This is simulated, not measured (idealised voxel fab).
The process module that follows is named voxel self aligned vias.
The cross-section shown here is cut; it is 225 nm wide and divided into square cells measuring 5 nm on a side.
Cross-section layout: square cells on a grid; listed as bands, top to bottom; a band spans one or more cell rows.
Basically the band line says how high the top is and how high the bottom is, in nm, and then what's in it from left to right, every material with its width in nm. Empty space shows up as "blank", and if a single material carries "all across" it runs the full band edge to edge.
Heights are measured from 0, the level below which the as-received wafer is all one material; the lowest band has no bottom and continues downward, written as in "0 nm and below".
So if you see something like "30..40" for the width, read it as the top row of the band sitting at the first number and the bottom row at the second, with every row in between moving by the same amount as the last.
"all unchanged", as given for a step, is the statement that not any cell of the cross-section underwent a change during that step.
You'll see "Unvented internal voids" listing empty spaces that have no way open to the top, as long as they're 8 cells or more; the notation is width x height at distance, where the distance is from the left edge, and all of it is in nm.
Whatever follows a step's settings on its line is a remark the simulator itself makes about that step.
overlay nm, on a step with a mask: how far to the right of its planned place the mask lay; to the left if negative
[The planned process steps are enumerated hereunder]
step 1: RECEIVE | material Si
step 2: CONFORMAL_DEP | material SiO2 | thk nm 15
step 3: CONFORMAL_DEP | material SiCN | thk nm 5
step 4: DIRECTIONAL_DEP | material SiO2 | thk nm 25
step 5: DIRECTIONAL_DEP | material aC | thk nm 10
step 6: PATTERN | tone open | mask id LINES | material resist | width nm 30 | pitch nm 55 | thk nm 25 | overlay nm 0
step 7: DIRECTIONAL_ETCH | etch materials aC | depth nm 10
step 8: STRIP | etch materials resist
step 9: DIRECTIONAL_ETCH | etch materials SiO2 | depth nm 25
step 10: STRIP | etch materials aC
step 11: CONFORMAL_DEP | material TiN | thk nm 5
step 12: FILL_DEP | material Ru | thk nm 10
step 13: CMP | height nm 45
step 14: SELECTIVE_ETCH | etch materials W Ru TiN | depth nm 10
step 15: FILL_DEP | material SiN | thk nm 10
step 16: CMP | height nm 45
step 17: DIRECTIONAL_DEP | material SiO2 | thk nm 15
step 18: DIRECTIONAL_DEP | material aC | thk nm 15
step 19: PATTERN | tone open | mask id VIAS | material resist | width nm 40 | thk nm 35 | overlay nm 0
step 20: DIRECTIONAL_ETCH | etch materials aC | depth nm 15
step 21: STRIP | etch materials resist
step 22: DIRECTIONAL_ETCH | etch materials SiO2 | depth nm 15
step 23: DIRECTIONAL_ETCH | etch materials SiN | depth nm 10
step 24: STRIP | etch materials aC
step 25: CONFORMAL_DEP | material TiN | thk nm 5
step 26: FILL_DEP | material Ru | thk nm 10
step 27: CMP | height nm 60
step 28: CONFORMAL_DEP | material SiN | thk nm 5
[Cross-sectional view of the wafer in its as-received condition, corresponding to the state after step 1]
- 0 nm and below = Si all across
- Unvented internal voids: none
[First of two wafers, end-of-module section, run followed plan]
- 65 nm to 60 nm = SiN all across
- 60 nm to 50 nm = 65 of SiO2, 5 of TiN, 30 of Ru, 5 of TiN, 120 of SiO2
- 50 nm to 45 nm = 65 of SiO2, 10 of TiN, 20 of Ru, 10 of TiN, 120 of SiO2
- 45 nm to 40 nm = 70 of SiO2, 5 of TiN, 20 of Ru, 5 of TiN, 25 of SiO2, 30 of SiN, 70 of SiO2
- 40 nm to 35 nm = 70 of SiO2, 30 of TiN, 25 of SiO2, 30 of SiN, 70 of SiO2
- 35 nm to 25 nm = 70 of SiO2, 5 of TiN, 20 of Ru, 5 of TiN, 25 of SiO2, 5 of TiN, 20 of Ru, 5 of TiN, 70 of SiO2
- 25 nm to 20 nm = 70 of SiO2, 30 of TiN, 25 of SiO2, 30 of TiN, 70 of SiO2
- 20 nm to 15 nm = SiCN all across
- 15 nm to 0 nm = SiO2 all across
- 0 nm and below = Si all across
- Unvented internal voids: none
[Presented here is a cross-section of the second of the two wafers as it stood at the end of the module. It was started in the same manner and assigned the same plan as the first wafer; however, one mistake was made in its execution]
- 65 nm to 60 nm = SiN all across
- 60 nm to 50 nm = 65 of SiO2, 5 of TiN, 35 of Ru, 5 of TiN, 115 of SiO2
- 50 nm to 45 nm = 65 of SiO2, 10 of TiN, 20 of Ru, 15 of TiN, 115 of SiO2
- 45 nm to 40 nm = 70 of SiO2, 5 of TiN, 20 of Ru, 5 of TiN, 25 of SiO2, 30 of SiN, 70 of SiO2
- 40 nm to 35 nm = 70 of SiO2, 30 of TiN, 25 of SiO2, 30 of SiN, 70 of SiO2
- 35 nm to 25 nm = 70 of SiO2, 5 of TiN, 20 of Ru, 5 of TiN, 25 of SiO2, 5 of TiN, 20 of Ru, 5 of TiN, 70 of SiO2
- 25 nm to 20 nm = 70 of SiO2, 30 of TiN, 25 of SiO2, 30 of TiN, 70 of SiO2
- 20 nm to 15 nm = SiCN all across
- 15 nm to 0 nm = SiO2 all across
- 0 nm and below = Si all across
- Unvented internal voids: none
Heads up, the wafer didn't run the way we planned it: step 19 did not happen as planned, as run it was PATTERN | tone open | mask id VIAS | material resist | width nm 45 | thk nm 35 | overlay nm 0
FYI, end of process, the second wafer has more or fewer cells of some materials than the first: +2 Ru, -3 SiO2, +1 TiN
